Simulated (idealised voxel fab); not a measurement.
This is a process module. Its name is voxel transistor to metal.
The cross-section shown here is cut; it is 140 nm wide and divided into square cells measuring 5 nm on a side.
In this document a cross-section is written as a grid of square cells. It is given as a series of bands, listed from the top down, and a band is one or more rows of cells.
For a band, the entry starts with two heights in nm, that of the top and then that of the bottom, and carries on with the band's materials in order from left to right, each alongside its width in nm; the word "everywhere" beside a single material means it fills the band edge to edge, and "air" means empty space.
Zero point of the height axis is 0; under it, received wafer = one material. Lowest band: continues down indefinitely, "from 0 down".
The width entry "30->40" should be interpreted row by row: the top row of cells in the band takes the first number, the bottom row takes the second number, and the change between adjacent rows is uniform throughout.
You'll sometimes find "no modification" written for a step, and that's the way of saying that nowhere in the cross-section did a cell change during that step.
Listed in "Closed void catalog": every empty space of 8 or more cells without an open way to the top. Form: width x height at distance, the distance being from the left edge, all in nm.
Formally, on a step line, whatever follows the settings is a remark that the simulator itself makes on the step.
You can add "overlay nm" to a step's line. For a step with a mask, it describes how far the mask lay to the right of its planned position, and a negative number describes a lay to the left.
Everything after this point is organized in pairs: a cross-section before one process step, a cross-section after it that shows only as deep as the lowest changed band, and, under the pair, the intervening step with its settings. Because different runs of this module on the same starting wafer can supply different pairs, a pair continues from the pair above it only if its entry headed "State before step" says so.

**State before step**
    from 70 to 50  air: 60 | resist: 15 | air: 65
    from 50 to 25  air: 60 | SiCN: 15 | air: 65
    from 25 to 20  SiCN everywhere
    from 20 to -5  polySi everywhere
    from -5 to -10  SiO2 everywhere
    from -10 to -35  SiO2: 20 | Si: 95 | SiO2: 25
    from -35 down  Si everywhere
    Closed void catalog: none

**Post-Step Section View**
    from 50 to 25  air: 60 | SiCN: 15 | air: 65
    Beneath the level 25, the cross-section is identical to its previous state.
    Closed void catalog: none
Looking at the two cross-sections above, the step in the middle is STRIP, etch materials resist

State before step: starting point is the after cross-section of the pair just above.

**Post-Step Section View**
    from 55 to 50  air: 55 | SiO2: 25 | air: 60
    from 50 to 30  air: 55 | SiO2: 5 | SiCN: 15 | SiO2: 5 | air: 60
    from 30 to 25  SiO2: 60 | SiCN: 15 | SiO2: 65
    Beneath the level 25, the cross-section is identical to its previous state.
    Closed void catalog: none
Looking at the two cross-sections above, the step in the middle is CONFORMAL_DEP, material SiO2, thk nm 5

State before step: starting point is the after cross-section of the pair just above.

**Post-Step Section View**
    from 50 to 25  air: 55 | SiO2: 5 | SiCN: 15 | SiO2: 5 | air: 60
    Beneath the level 25, the cross-section is identical to its previous state.
    Closed void catalog: none
Looking at the two cross-sections above, the step in the middle is DIRECTIONAL_ETCH, etch materials SiO2, depth nm 5

State before step: starting point is the after cross-section of the pair just above.

**Post-Step Section View**
    from 55 to 50  air: 50 | SiN: 35 | air: 55
    from 50 to 30  air: 50 | SiN: 5 | SiO2: 5 | SiCN: 15 | SiO2: 5 | SiN: 5 | air: 55
    from 30 to 25  SiN: 55 | SiO2: 5 | SiCN: 15 | SiO2: 5 | SiN: 60
    Beneath the level 25, the cross-section is identical to its previous state.
    Closed void catalog: none
Looking at the two cross-sections above, the step in the middle is CONFORMAL_DEP, material SiN, thk nm 5

State before step: starting point is the after cross-section of the pair just above.

**Post-Step Section View**
    from 50 to 25  air: 50 | SiN: 5 | SiO2: 5 | SiCN: 15 | SiO2: 5 | SiN: 5 | air: 55
    Beneath the level 25, the cross-section is identical to its previous state.
    Closed void catalog: none
Looking at the two cross-sections above, the step in the middle is DIRECTIONAL_ETCH, etch materials SiN, depth nm 5

State before step: starting point is the after cross-section of the pair just above.

**Post-Step Section View**
    from 50 to 45  air: 50 | SiN: 5 | air: 5 | SiCN: 15 | air: 5 | SiN: 5 | air: 55
    Beneath the level 45, the cross-section is identical to its previous state.
    Closed void catalog: none
Looking at the two cross-sections above, the step in the middle is DIRECTIONAL_ETCH, etch materials SiO2, depth nm 5

State before step: starting point is the after cross-section of the pair just above.

**Post-Step Section View**
    from 60 to 50  SiO2 everywhere
    from 50 to 25  SiO2: 50 | SiN: 5 | SiO2: 5 | SiCN: 15 | SiO2: 5 | SiN: 5 | SiO2: 55
    Beneath the level 25, the cross-section is identical to its previous state.
    Closed void catalog: none
Looking at the two cross-sections above, the step in the middle is FILL_DEP, material SiO2, thk nm 10

State before step: starting point is the after cross-section of the pair just above.

**Post-Step Section View**
    from 35 to 25  SiO2: 50 | SiN: 5 | SiO2: 5 | SiCN: 15 | SiO2: 5 | SiN: 5 | SiO2: 55
    Beneath the level 25, the cross-section is identical to its previous state.
    Closed void catalog: none
Looking at the two cross-sections above, the step in the middle is CMP, height nm 35

State before step: starting point is the after cross-section of the pair just above.

**Post-Step Section View**
    from 50 to 35  SiO2 everywhere
    Beneath the level 35, the cross-section is identical to its previous state.
    Closed void catalog: none
Looking at the two cross-sections above, the step in the middle is DIRECTIONAL_DEP, material SiO2, thk nm 15

State before step: starting point is the after cross-section of the pair just above.

**Post-Step Section View**
    from 50 to 35  SiO2: 20 | air: 20 | SiO2: 55 | air: 20 | SiO2: 25
    from 35 to 25  SiO2: 20 | air: 20 | SiO2: 10 | SiN: 5 | SiO2: 5 | SiCN: 15 | SiO2: 5 | SiN: 5 | SiO2: 10 | air: 20 | SiO2: 25
    Beneath the level 25, the cross-section is identical to its previous state.
    Closed void catalog: none
Looking at the two cross-sections above, the step in the middle is MASKED_ETCH, tone open, mask id CONTACT, width nm 20, pitch nm 75, etch materials SiO2, depth nm 60, overlay nm 0

State before step: starting point is the after cross-section of the pair just above.

**Post-Step Section View**
    from 55 to 50  TiN: 25 | air: 10 | TiN: 65 | air: 10 | TiN: 30
    from 50 to 35  SiO2: 20 | TiN: 5 | air: 10 | TiN: 5 | SiO2: 55 | TiN: 5 | air: 10 | TiN: 5 | SiO2: 25
    from 35 to 30  SiO2: 20 | TiN: 5 | air: 10 | TiN: 5 | SiO2: 10 | SiN: 5 | SiO2: 5 | SiCN: 15 | SiO2: 5 | SiN: 5 | SiO2: 10 | TiN: 5 | air: 10 | TiN: 5 | SiO2: 25
    from 30 to 25  SiO2: 20 | TiN: 20 | SiO2: 10 | SiN: 5 | SiO2: 5 | SiCN: 15 | SiO2: 5 | SiN: 5 | SiO2: 10 | TiN: 20 | SiO2: 25
    Beneath the level 25, the cross-section is identical to its previous state.
    Closed void catalog: none
Looking at the two cross-sections above, the step in the middle is CONFORMAL_DEP, material TiN, thk nm 5

State before step: starting point is the after cross-section of the pair just above.

**Post-Step Section View**
    from 60 to 55  W everywhere
    from 55 to 50  TiN: 25 | W: 10 | TiN: 65 | W: 10 | TiN: 30
    from 50 to 35  SiO2: 20 | TiN: 5 | W: 10 | TiN: 5 | SiO2: 55 | TiN: 5 | W: 10 | TiN: 5 | SiO2: 25
    from 35 to 30  SiO2: 20 | TiN: 5 | W: 10 | TiN: 5 | SiO2: 10 | SiN: 5 | SiO2: 5 | SiCN: 15 | SiO2: 5 | SiN: 5 | SiO2: 10 | TiN: 5 | W: 10 | TiN: 5 | SiO2: 25
    Beneath the level 30, the cross-section is identical to its previous state.
    Closed void catalog: none
Looking at the two cross-sections above, the step in the middle is FILL_DEP, material W, thk nm 5

State before step: starting point is the after cross-section of the pair just above.

**Post-Step Section View**
    from 50 to 35  SiO2: 20 | TiN: 5 | W: 10 | TiN: 5 | SiO2: 55 | TiN: 5 | W: 10 | TiN: 5 | SiO2: 25
    Beneath the level 35, the cross-section is identical to its previous state.
    Closed void catalog: none
Looking at the two cross-sections above, the step in the middle is CMP, height nm 50

State before step: starting point is the after cross-section of the pair just above.

**Post-Step Section View**
    from 55 to 50  SiN everywhere
    Beneath the level 50, the cross-section is identical to its previous state.
    Closed void catalog: none
Looking at the two cross-sections above, the step in the middle is CONFORMAL_DEP, material SiN, thk nm 5

State before step: starting point is the after cross-section of the pair just above.

**Post-Step Section View**
    from 80 to 55  SiO2 everywhere
    Beneath the level 55, the cross-section is identical to its previous state.
    Closed void catalog: none
Looking at the two cross-sections above, the step in the middle is DIRECTIONAL_DEP, material SiO2, thk nm 25

State before step: starting point is the after cross-section of the pair just above.

**Post-Step Section View**
    from 80 to 55  SiO2: 20 | air: 20 | SiO2: 55 | air: 20 | SiO2: 25
    Beneath the level 55, the cross-section is identical to its previous state.
    Closed void catalog: none
Looking at the two cross-sections above, the step in the middle is MASKED_ETCH, tone open, mask id METAL_1, width nm 20, pitch nm 75, etch materials SiO2, depth nm 25, overlay nm 0

State before step: starting point is the after cross-section of the pair just above.

**Post-Step Section View**
    from 80 to 55  SiO2: 20 | air: 20 | SiO2: 55 | air: 20 | SiO2: 25
    from 55 to 50  SiN: 20 | air: 20 | SiN: 55 | air: 20 | SiN: 25
    Beneath the level 50, the cross-section is identical to its previous state.
    Closed void catalog: none
Looking at the two cross-sections above, the step in the middle is MASKED_ETCH, tone open, mask id METAL_1, width nm 20, pitch nm 75, etch materials SiN, depth nm 5, overlay nm 0

State before step: starting point is the after cross-section of the pair just above.

**Post-Step Section View**
    from 85 to 80  TiN: 25 | air: 10 | TiN: 65 | air: 10 | TiN: 30
    from 80 to 55  SiO2: 20 | TiN: 5 | air: 10 | TiN: 5 | SiO2: 55 | TiN: 5 | air: 10 | TiN: 5 | SiO2: 25
    from 55 to 50  SiN: 20 | TiN: 20 | SiN: 55 | TiN: 20 | SiN: 25
    Beneath the level 50, the cross-section is identical to its previous state.
    Closed void catalog: none
Looking at the two cross-sections above, the step in the middle is CONFORMAL_DEP, material TiN, thk nm 5

State before step: starting point is the after cross-section of the pair just above.

**Post-Step Section View**
    from 95 to 85  Cu everywhere
    from 85 to 80  TiN: 25 | Cu: 10 | TiN: 65 | Cu: 10 | TiN: 30
    from 80 to 55  SiO2: 20 | TiN: 5 | Cu: 10 | TiN: 5 | SiO2: 55 | TiN: 5 | Cu: 10 | TiN: 5 | SiO2: 25
    Beneath the level 55, the cross-section is identical to its previous state.
    Closed void catalog: none
Looking at the two cross-sections above, the step in the middle is FILL_DEP, material Cu, thk nm 10

State before step: starting point is the after cross-section of the pair just above.

**Post-Step Section View**
    from 80 to 55  SiO2: 20 | TiN: 5 | Cu: 10 | TiN: 5 | SiO2: 55 | TiN: 5 | Cu: 10 | TiN: 5 | SiO2: 25
    Beneath the level 55, the cross-section is identical to its previous state.
    Closed void catalog: none
Looking at the two cross-sections above, the step in the middle is CMP, height nm 80

State before step: starting point is the after cross-section of the pair just above.

**Post-Step Section View**
    from 85 to 80  SiCN everywhere
    Beneath the level 80, the cross-section is identical to its previous state.
    Closed void catalog: none
Looking at the two cross-sections above, the step in the middle is CONFORMAL_DEP, material SiCN, thk nm 5

State before step: starting point is the after cross-section of the pair just above.

**Post-Step Section View**
    from 120 to 85  SiO2 everywhere
    Beneath the level 85, the cross-section is identical to its previous state.
    Closed void catalog: none
Looking at the two cross-sections above, the step in the middle is DIRECTIONAL_DEP, material SiO2, thk nm 35

State before step: starting point is the after cross-section of the pair just above.

**Post-Step Section View**
    from 120 to 85  SiO2: 20 | air: 15 | SiO2: 60 | air: 15 | SiO2: 30
    Beneath the level 85, the cross-section is identical to its previous state.
    Closed void catalog: none
Looking at the two cross-sections above, the step in the middle is MASKED_ETCH, tone open, mask id METAL_2_HOLES, width nm 15, pitch nm 75, etch materials SiO2, depth nm 35, overlay nm 0

State before step: starting point is the after cross-section of the pair just above.

**Post-Step Section View**
    from 135 to 120  aC: 20 | air: 15 | aC: 60 | air: 15 | aC: 30
    from 120 to 100  SiO2: 20 | air: 15 | SiO2: 60 | air: 15 | SiO2: 30
    from 100 to 85  SiO2: 20 | aC: 15 | SiO2: 60 | aC: 15 | SiO2: 30
    Beneath the level 85, the cross-section is identical to its previous state.
    Closed void catalog: none
Looking at the two cross-sections above, the step in the middle is DIRECTIONAL_DEP, material aC, thk nm 15

State before step: starting point is the after cross-section of the pair just above.

**Post-Step Section View**
    from 170 to 135  resist: 20 | air: 20 | resist: 55 | air: 20 | resist: 25
    Beneath the level 135, the cross-section is identical to its previous state.
    Closed void catalog: none
Looking at the two cross-sections above, the step in the middle is PATTERN, tone open, mask id METAL_2, material resist, width nm 20, pitch nm 75, thk nm 35, overlay nm 0

State before step: starting point is the after cross-section of the pair just above.

**Post-Step Section View**
    from 155 to 135  resist: 20 | air: 20 | resist: 55 | air: 20 | resist: 25
    from 135 to 120  aC: 20 | air: 20 | aC: 55 | air: 20 | aC: 25
    from 120 to 85  SiO2: 20 | air: 15 | SiO2: 60 | air: 15 | SiO2: 30
    Beneath the level 85, the cross-section is identical to its previous state.
    Closed void catalog: none
Looking at the two cross-sections above, the step in the middle is DIRECTIONAL_ETCH, etch materials aC, depth nm 15

State before step: starting point is the after cross-section of the pair just above.

**Post-Step Section View**
    from 135 to 120  aC: 20 | air: 20 | aC: 55 | air: 20 | aC: 25
    Beneath the level 120, the cross-section is identical to its previous state.
    Closed void catalog: none
Looking at the two cross-sections above, the step in the middle is STRIP, etch materials resist

State before step: starting point is the after cross-section of the pair just above.

**Post-Step Section View**
    from 135 to 120  aC: 20 | air: 20 | aC: 55 | air: 20 | aC: 25
    from 120 to 100  SiO2: 20 | air: 20 | SiO2: 55 | air: 20 | SiO2: 25
    Beneath the level 100, the cross-section is identical to its previous state.
    Closed void catalog: none
Looking at the two cross-sections above, the step in the middle is DIRECTIONAL_ETCH, etch materials SiO2, depth nm 20

State before step: starting point is the after cross-section of the pair just above.

**Post-Step Section View**
    from 135 to 120  aC: 20 | air: 20 | aC: 55 | air: 20 | aC: 25
    from 120 to 100  SiO2: 20 | air: 20 | SiO2: 55 | air: 20 | SiO2: 25
    from 100 to 85  SiO2: 20 | air: 15 | SiO2: 60 | air: 15 | SiO2: 30
    from 85 to 80  SiCN: 20 | air: 15 | SiCN: 60 | air: 15 | SiCN: 30
    Beneath the level 80, the cross-section is identical to its previous state.
    Closed void catalog: none
Looking at the two cross-sections above, the step in the middle is DIRECTIONAL_ETCH, etch materials SiCN, depth nm 5

State before step: starting point is the after cross-section of the pair just above.

**Post-Step Section View**
    from 120 to 100  SiO2: 20 | air: 20 | SiO2: 55 | air: 20 | SiO2: 25
    Beneath the level 100, the cross-section is identical to its previous state.
    Closed void catalog: none
Looking at the two cross-sections above, the step in the middle is STRIP, etch materials aC

State before step: starting point is the after cross-section of the pair just above.

**Post-Step Section View**
    from 125 to 120  TiN: 25 | air: 10 | TiN: 65 | air: 10 | TiN: 30
    from 120 to 105  SiO2: 20 | TiN: 5 | air: 10 | TiN: 5 | SiO2: 55 | TiN: 5 | air: 10 | TiN: 5 | SiO2: 25
    from 105 to 100  SiO2: 20 | TiN: 5 | air: 5 | TiN: 10 | SiO2: 55 | TiN: 5 | air: 5 | TiN: 10 | SiO2: 25
    from 100 to 85  SiO2: 20 | TiN: 5 | air: 5 | TiN: 5 | SiO2: 60 | TiN: 5 | air: 5 | TiN: 5 | SiO2: 30
    from 85 to 80  SiCN: 20 | TiN: 15 | SiCN: 60 | TiN: 15 | SiCN: 30
    Beneath the level 80, the cross-section is identical to its previous state.
    Closed void catalog: none
Looking at the two cross-sections above, the step in the middle is CONFORMAL_DEP, material TiN, thk nm 5

State before step: starting point is the after cross-section of the pair just above.

**Post-Step Section View**
    from 135 to 125  Ru everywhere
    from 125 to 120  TiN: 25 | Ru: 10 | TiN: 65 | Ru: 10 | TiN: 30
    from 120 to 105  SiO2: 20 | TiN: 5 | Ru: 10 | TiN: 5 | SiO2: 55 | TiN: 5 | Ru: 10 | TiN: 5 | SiO2: 25
    from 105 to 100  SiO2: 20 | TiN: 5 | Ru: 5 | TiN: 10 | SiO2: 55 | TiN: 5 | Ru: 5 | TiN: 10 | SiO2: 25
    from 100 to 85  SiO2: 20 | TiN: 5 | Ru: 5 | TiN: 5 | SiO2: 60 | TiN: 5 | Ru: 5 | TiN: 5 | SiO2: 30
    Beneath the level 85, the cross-section is identical to its previous state.
    Closed void catalog: none
Looking at the two cross-sections above, the step in the middle is FILL_DEP, material Ru, thk nm 10

State before step: starting point is the after cross-section of the pair just above.

**Post-Step Section View**
    from 120 to 105  SiO2: 20 | TiN: 5 | Ru: 10 | TiN: 5 | SiO2: 55 | TiN: 5 | Ru: 10 | TiN: 5 | SiO2: 25
    Beneath the level 105, the cross-section is identical to its previous state.
    Closed void catalog: none
Looking at the two cross-sections above, the step in the middle is CMP, height nm 120

State before step: starting point is the after cross-section of the pair just above.

**Post-Step Section View**
    from 125 to 120  SiN everywhere
    Beneath the level 120, the cross-section is identical to its previous state.
    Closed void catalog: none
Looking at the two cross-sections above, the step in the middle is CONFORMAL_DEP, material SiN, thk nm 5

**State before step**
    from 10 to 0  SiO2: 15 | SiN: 105 | SiO2: 20
    from 0 to -5  SiO2 everywhere
    from -5 to -35  SiO2: 20 | Si: 95 | SiO2: 25
    from -35 down  Si everywhere
    Closed void catalog: none

**Post-Step Section View**
    from 10 to 0  SiO2: 15 | air: 105 | SiO2: 20
    Beneath the level 0, the cross-section is identical to its previous state.
    Closed void catalog: none
Looking at the two cross-sections above, the step in the middle is STRIP, etch materials SiN

State before step: starting point is the after cross-section of the pair just above.

**Post-Step Section View**
    from 0 to -5  SiO2: 5 | air: 125 | SiO2: 10
    from -5 to -10  SiO2: 5 | air: 15 | Si: 95 | air: 15 | SiO2: 10
    Beneath the level -10, the cross-section is identical to its previous state.
    Closed void catalog: none
Looking at the two cross-sections above, the step in the middle is SELECTIVE_ETCH, etch materials SiO2, depth nm 10

State before step: starting point is the after cross-section of the pair just above.

**Post-Step Section View**
    from -5 to -15  air: 20 | Si: 95 | air: 20 | SiO2: 5
    Beneath the level -15, the cross-section is identical to its previous state.
    Closed void catalog: none
Looking at the two cross-sections above, the step in the middle is SELECTIVE_ETCH, etch materials SiO2, depth nm 5

State before step: starting point is the after cross-section of the pair just above.

**Post-Step Section View**
    from -5 to -10  air: 20 | SiO2: 95 | air: 20 | SiO2: 5
    from -10 to -15  air: 20 | SiO2: 5 | Si: 85 | SiO2: 5 | air: 20 | SiO2: 5
    from -15 to -20  SiO2: 25 | Si: 85 | SiO2: 30
    Beneath the level -20, the cross-section is identical to its previous state.
    Closed void catalog: none
Looking at the two cross-sections above, the step in the middle is OXIDIZE, depth nm 5

State before step: starting point is the after cross-section of the pair just above.

**Post-Step Section View**
    from 20 to 10  air: 20 | polySi: 95 | air: 20 | polySi: 5
    from 10 to -5  polySi everywhere
    from -5 to -10  polySi: 20 | SiO2: 95 | polySi: 20 | SiO2: 5
    from -10 to -15  polySi: 20 | SiO2: 5 | Si: 85 | SiO2: 5 | polySi: 20 | SiO2: 5
    Beneath the level -15, the cross-section is identical to its previous state.
    Closed void catalog: none
Looking at the two cross-sections above, the step in the middle is DIRECTIONAL_DEP, material polySi, thk nm 25

State before step: starting point is the after cross-section of the pair just above.

**Post-Step Section View**
    from 35 to 25  air: 20 | SiCN: 95 | air: 20 | SiCN: 5
    from 25 to 20  SiCN everywhere
    from 20 to 10  SiCN: 20 | polySi: 95 | SiCN: 20 | polySi: 5
    Beneath the level 10, the cross-section is identical to its previous state.
    Closed void catalog: none
Looking at the two cross-sections above, the step in the middle is DIRECTIONAL_DEP, material SiCN, thk nm 15

State before step: starting point is the after cross-section of the pair just above.

**Post-Step Section View**
    from 55 to 35  air: 60 | resist: 15 | air: 65
    Beneath the level 35, the cross-section is identical to its previous state.
    Closed void catalog: none
Looking at the two cross-sections above, the step in the middle is PATTERN, tone cover, mask id GATE, material resist, width nm 15, thk nm 20, overlay nm 0

State before step: starting point is the after cross-section of the pair just above.

**Post-Step Section View**
    from 55 to 35  air: 60 | resist: 15 | air: 65
    from 35 to 20  air: 60 | SiCN: 15 | air: 65
    from 20 to 10  air: 20 | polySi: 95 | air: 20 | polySi: 5
    Beneath the level 10, the cross-section is identical to its previous state.
    Closed void catalog: none
Looking at the two cross-sections above, the step in the middle is DIRECTIONAL_ETCH, etch materials SiCN, depth nm 25

State before step: starting point is the after cross-section of the pair just above.

**Post-Step Section View**
    from 55 to 35  air: 60 | resist: 15 | air: 65
    from 35 to 20  air: 60 | SiCN: 15 | air: 65
    from 20 to -5  air: 60 | polySi: 15 | air: 65
    from -5 to -10  air: 20 | SiO2: 95 | air: 20 | SiO2: 5
    from -10 to -15  air: 20 | SiO2: 5 | Si: 85 | SiO2: 5 | air: 20 | SiO2: 5
    Beneath the level -15, the cross-section is identical to its previous state.
    Closed void catalog: none
Looking at the two cross-sections above, the step in the middle is DIRECTIONAL_ETCH, etch materials polySi, depth nm 35

State before step: starting point is the after cross-section of the pair just above.

**Post-Step Section View**
    from 35 to 20  air: 60 | SiCN: 15 | air: 65
    Beneath the level 20, the cross-section is identical to its previous state.
    Closed void catalog: none
Looking at the two cross-sections above, the step in the middle is STRIP, etch materials resist

State before step: starting point is the after cross-section of the pair just above.

**Post-Step Section View**
    from 40 to 35  air: 55 | SiO2: 25 | air: 60
    from 35 to 20  air: 55 | SiO2: 5 | SiCN: 15 | SiO2: 5 | air: 60
    from 20 to 0  air: 55 | SiO2: 5 | polySi: 15 | SiO2: 5 | air: 60
    from 0 to -5  air: 15 | SiO2: 45 | polySi: 15 | SiO2: 45 | air: 10 | SiO2: 10
    from -5 to -10  air: 15 | SiO2: 105 | air: 10 | SiO2: 10
    from -10 to -20  SiO2: 25 | Si: 85 | SiO2: 30
    Beneath the level -20, the cross-section is identical to its previous state.
    Closed void catalog: none
Looking at the two cross-sections above, the step in the middle is CONFORMAL_DEP, material SiO2, thk nm 5

State before step: starting point is the after cross-section of the pair just above.

**Post-Step Section View**
    from 35 to 20  air: 55 | SiO2: 5 | SiCN: 15 | SiO2: 5 | air: 60
    from 20 to -5  air: 55 | SiO2: 5 | polySi: 15 | SiO2: 5 | air: 60
    from -5 to -10  air: 15 | SiO2: 105 | air: 10 | SiO2: 10
    from -10 to -15  air: 15 | SiO2: 10 | Si: 85 | SiO2: 10 | air: 10 | SiO2: 10
    Beneath the level -15, the cross-section is identical to its previous state.
    Closed void catalog: none
Looking at the two cross-sections above, the step in the middle is DIRECTIONAL_ETCH, etch materials SiO2, depth nm 5

State before step: starting point is the after cross-section of the pair just above.

**Post-Step Section View**
    from 40 to 35  air: 50 | SiN: 35 | air: 55
    from 35 to 20  air: 50 | SiN: 5 | SiO2: 5 | SiCN: 15 | SiO2: 5 | SiN: 5 | air: 55
    from 20 to 0  air: 50 | SiN: 5 | SiO2: 5 | polySi: 15 | SiO2: 5 | SiN: 5 | air: 55
    from 0 to -5  air: 10 | SiN: 45 | SiO2: 5 | polySi: 15 | SiO2: 5 | SiN: 60
    from -5 to -10  air: 10 | SiN: 5 | SiO2: 105 | SiN: 10 | SiO2: 10
    from -10 to -15  SiN: 15 | SiO2: 10 | Si: 85 | SiO2: 10 | SiN: 10 | SiO2: 10
    Beneath the level -15, the cross-section is identical to its previous state.
    Closed void catalog: none
Looking at the two cross-sections above, the step in the middle is CONFORMAL_DEP, material SiN, thk nm 5

State before step: starting point is the after cross-section of the pair just above.

**Post-Step Section View**
    from 35 to 20  air: 50 | SiN: 5 | SiO2: 5 | SiCN: 15 | SiO2: 5 | SiN: 5 | air: 55
    from 20 to -5  air: 50 | SiN: 5 | SiO2: 5 | polySi: 15 | SiO2: 5 | SiN: 5 | air: 55
    from -5 to -10  air: 10 | SiN: 5 | SiO2: 105 | SiN: 10 | SiO2: 10
    from -10 to -15  air: 10 | SiN: 5 | SiO2: 10 | Si: 85 | SiO2: 10 | SiN: 10 | SiO2: 10
    Beneath the level -15, the cross-section is identical to its previous state.
    Closed void catalog: none
Looking at the two cross-sections above, the step in the middle is DIRECTIONAL_ETCH, etch materials SiN, depth nm 5

State before step: starting point is the after cross-section of the pair just above.

**Post-Step Section View**
    from 35 to 30  air: 50 | SiN: 5 | air: 5 | SiCN: 15 | air: 5 | SiN: 5 | air: 55
    from 30 to 20  air: 50 | SiN: 5 | SiO2: 5 | SiCN: 15 | SiO2: 5 | SiN: 5 | air: 55
    from 20 to -5  air: 50 | SiN: 5 | SiO2: 5 | polySi: 15 | SiO2: 5 | SiN: 5 | air: 55
    from -5 to -10  air: 10 | SiN: 5 | air: 35 | SiO2: 35 | air: 35 | SiN: 10 | air: 10
    from -10 to -15  air: 10 | SiN: 5 | SiO2: 10 | Si: 85 | SiO2: 10 | SiN: 10 | SiO2: 10
    from -15 to -20  air: 10 | SiO2: 15 | Si: 85 | SiO2: 30
    Beneath the level -20, the cross-section is identical to its previous state.
    Closed void catalog: none
Looking at the two cross-sections above, the step in the middle is DIRECTIONAL_ETCH, etch materials SiO2, depth nm 5

State before step: starting point is the after cross-section of the pair just above.

**Post-Step Section View**
    from 35 to 30  air: 50 | SiN: 5 | air: 5 | SiCN: 15 | air: 5 | SiN: 5 | air: 55
    from 30 to 20  air: 50 | SiN: 5 | SiO2: 5 | SiCN: 15 | SiO2: 5 | SiN: 5 | air: 55
    from 20 to -5  air: 50 | SiN: 5 | SiO2: 5 | polySi: 15 | SiO2: 5 | SiN: 5 | air: 55
    from -5 to -10  air: 10 | SiN: 5 | air: 35 | SiO2: 35 | air: 35 | SiN: 10 | air: 10
    from -10 to -15  air: 10 | SiN: 5 | SiO2: 10 | air: 25 | Si: 35 | air: 25 | SiO2: 10 | SiN: 10 | SiO2: 10
    from -15 to -20  air: 10 | SiO2: 15 | air: 25 | Si: 35 | air: 25 | SiO2: 30
    Beneath the level -20, the cross-section is identical to its previous state.
    Closed void catalog: none
Looking at the two cross-sections above, the step in the middle is DIRECTIONAL_ETCH, etch materials Si, depth nm 10

State before step: starting point is the after cross-section of the pair just above.

**Post-Step Section View**
    from 35 to 30  air: 50 | SiN: 5 | air: 5 | SiCN: 15 | air: 5 | SiN: 5 | air: 55
    from 30 to 20  air: 50 | SiN: 5 | SiO2: 5 | SiCN: 15 | SiO2: 5 | SiN: 5 | air: 55
    from 20 to 0  air: 50 | SiN: 5 | SiO2: 5 | polySi: 15 | SiO2: 5 | SiN: 5 | air: 55
    from 0 to -5  air: 40 | SiGe: 10 | SiN: 5 | SiO2: 5 | polySi: 15 | SiO2: 5 | SiN: 5 | SiGe: 10 | air: 45
    from -5 to -10  air: 10 | SiN: 5 | air: 25 | SiGe: 10 | SiO2: 35 | SiGe: 10 | air: 25 | SiN: 10 | air: 10
    from -10 to -15  air: 10 | SiN: 5 | SiO2: 10 | SiGe: 25 | Si: 35 | SiGe: 25 | SiO2: 10 | SiN: 10 | SiO2: 10
    from -15 to -20  air: 10 | SiO2: 15 | SiGe: 25 | Si: 35 | SiGe: 25 | SiO2: 30
    Beneath the level -20, the cross-section is identical to its previous state.
    Closed void catalog: none
Looking at the two cross-sections above, the step in the middle is EPI, material SiGe, thk nm 10

State before step: starting point is the after cross-section of the pair just above.

**Post-Step Section View**
    from 45 to 35  SiO2 everywhere
    from 35 to 20  SiO2: 50 | SiN: 5 | SiO2: 5 | SiCN: 15 | SiO2: 5 | SiN: 5 | SiO2: 55
    from 20 to 0  SiO2: 50 | SiN: 5 | SiO2: 5 | polySi: 15 | SiO2: 5 | SiN: 5 | SiO2: 55
    from 0 to -5  SiO2: 40 | SiGe: 10 | SiN: 5 | SiO2: 5 | polySi: 15 | SiO2: 5 | SiN: 5 | SiGe: 10 | SiO2: 45
    from -5 to -10  SiO2: 10 | SiN: 5 | SiO2: 25 | SiGe: 10 | SiO2: 35 | SiGe: 10 | SiO2: 25 | SiN: 10 | SiO2: 10
    from -10 to -15  SiO2: 10 | SiN: 5 | SiO2: 10 | SiGe: 25 | Si: 35 | SiGe: 25 | SiO2: 10 | SiN: 10 | SiO2: 10
    from -15 to -20  SiO2: 25 | SiGe: 25 | Si: 35 | SiGe: 25 | SiO2: 30
    Beneath the level -20, the cross-section is identical to its previous state.
    Closed void catalog: none
Looking at the two cross-sections above, the step in the middle is FILL_DEP, material SiO2, thk nm 10

State before step: starting point is the after cross-section of the pair just above.

**Post-Step Section View**
    from 35 to 20  SiO2: 50 | SiN: 5 | SiO2: 5 | SiCN: 15 | SiO2: 5 | SiN: 5 | SiO2: 55
    Beneath the level 20, the cross-section is identical to its previous state.
    Closed void catalog: none
Looking at the two cross-sections above, the step in the middle is CMP, height nm 35

State before step: starting point is the after cross-section of the pair just above.

**Post-Step Section View**
    from 50 to 35  SiO2 everywhere
    Beneath the level 35, the cross-section is identical to its previous state.
    Closed void catalog: none
Looking at the two cross-sections above, the step in the middle is DIRECTIONAL_DEP, material SiO2, thk nm 15

State before step: starting point is the after cross-section of the pair just above.

**Post-Step Section View**
    from 50 to 35  SiO2: 20 | air: 20 | SiO2: 55 | air: 20 | SiO2: 25
    from 35 to 20  SiO2: 20 | air: 20 | SiO2: 10 | SiN: 5 | SiO2: 5 | SiCN: 15 | SiO2: 5 | SiN: 5 | SiO2: 10 | air: 20 | SiO2: 25
    from 20 to 0  SiO2: 20 | air: 20 | SiO2: 10 | SiN: 5 | SiO2: 5 | polySi: 15 | SiO2: 5 | SiN: 5 | SiO2: 10 | air: 20 | SiO2: 25
    from 0 to -5  SiO2: 20 | air: 20 | SiGe: 10 | SiN: 5 | SiO2: 5 | polySi: 15 | SiO2: 5 | SiN: 5 | SiGe: 10 | air: 20 | SiO2: 25
    from -5 to -10  SiO2: 10 | SiN: 5 | SiO2: 5 | air: 20 | SiGe: 10 | SiO2: 35 | SiGe: 10 | air: 20 | SiO2: 5 | SiN: 10 | SiO2: 10
    Beneath the level -10, the cross-section is identical to its previous state.
    Closed void catalog: none
Looking at the two cross-sections above, the step in the middle is MASKED_ETCH, tone open, mask id CONTACT, width nm 20, pitch nm 75, etch materials SiO2, depth nm 60, overlay nm 0
